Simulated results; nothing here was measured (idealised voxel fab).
process module | voxel air gaps
cross-section cut | 140 nm wide | cells 5 nm
A cross-section is a grid of square cells, given in bands from the top down. A band is one or more rows of cells.
Each band's line starts with the height of the band's top and of its bottom, in nm. Then come its materials from left to right, each with its width in nm. One material with "throughout" fills the band from edge to edge. "air" is empty space.
Height 0 is the level under which the wafer as received is all one material. The lowest band goes on downwards, as in "0 down".
A width such as "30 to 40" changes by the same amount from each row of cells to the next, from the band's top row to its bottom row.
"no change" after a step means that no cell of the cross-section changed.
closed voids: empty space of 8 cells or more with no open way to the top, each as width x height at its distance from the left edge, in nm
after a step's settings: what the simulator itself notes on the step
overlay nm, on a step with a mask: how far to the right of its planned place the mask lay; to the left if negative
plan
1 op RECEIVE | material Si
2 op CONFORMAL_DEP | material SiO2 | thk nm 15
3 op CONFORMAL_DEP | material SiN | thk nm 5
4 op DIRECTIONAL_DEP | material SiO2 | thk nm 40
5 op DIRECTIONAL_DEP | material aC | thk nm 10
6 op PATTERN | tone open | mask id LINES | material resist | width nm 15 | pitch nm 40 | thk nm 25 | overlay nm 0
7 op DIRECTIONAL_ETCH | etch materials aC | depth nm 10
8 op STRIP | etch materials resist
9 op DIRECTIONAL_ETCH | etch materials SiO2 | depth nm 40
10 op STRIP | etch materials aC
11 op CONFORMAL_DEP | material TiN | thk nm 5
12 op FILL_DEP | material Ru | thk nm 5
13 op CMP | height nm 60
14 op EPI | material Ru | thk nm 10
15 op SELECTIVE_ETCH | etch materials SiO2 | depth nm 50
16 op CONFORMAL_DEP | material SiCN | thk nm 5
as received, after step 1
  0 down: Si throughout
  closed voids: none
first wafer at the end, as planned
  75 to 70: air 5 | SiCN 125 | air 10
  70 to 60: air 5 | SiCN 5 | Ru 35 | SiCN 5 | Ru 35 | SiCN 5 | Ru 35 | SiCN 5 | air 10
  60 to 55: air 5 | SiCN 15 | TiN 5 | Ru 5 | TiN 5 | SiCN 25 | TiN 5 | Ru 5 | TiN 5 | SiCN 25 | TiN 5 | Ru 5 | TiN 5 | SiCN 15 | air 10
  55 to 25: air 15 | SiCN 5 | TiN 5 | Ru 5 | TiN 5 | SiCN 5 | air 15 | SiCN 5 | TiN 5 | Ru 5 | TiN 5 | SiCN 5 | air 15 | SiCN 5 | TiN 5 | Ru 5 | TiN 5 | SiCN 5 | air 20
  25 to 20: SiCN 20 | TiN 15 | SiCN 25 | TiN 15 | SiCN 25 | TiN 15 | SiCN 25
  20 to 15: SiN throughout
  15 to 0: SiO2 throughout
  0 down: Si throughout
  closed voids: 15 x 30 at 40; 15 x 30 at 80
second wafer at the end: like start, like plan, one mistake
  75 to 70: SiCN throughout
  70 to 60: Ru throughout
  60 to 55: TiN 25 | Ru 5 | TiN 35 | Ru 5 | TiN 35 | Ru 5 | TiN 30
  55 to 20: SiO2 20 | TiN 5 | Ru 5 | TiN 5 | SiO2 25 | TiN 5 | Ru 5 | TiN 5 | SiO2 25 | TiN 5 | Ru 5 | TiN 5 | SiO2 25
  20 to 15: SiO2 20 | TiN 15 | SiO2 25 | TiN 15 | SiO2 25 | TiN 15 | SiO2 25
  15 to 0: SiO2 throughout
  0 down: Si throughout
  closed voids: none
what went wrong: step 3 was left out
at the end the second wafer has, in cells: 17 more of Ru | 76 fewer of SiCN | 28 fewer of SiN | 152 more of SiO2 | 25 more of TiN
closed voids at the end (first wafer, second wafer): 2, 0
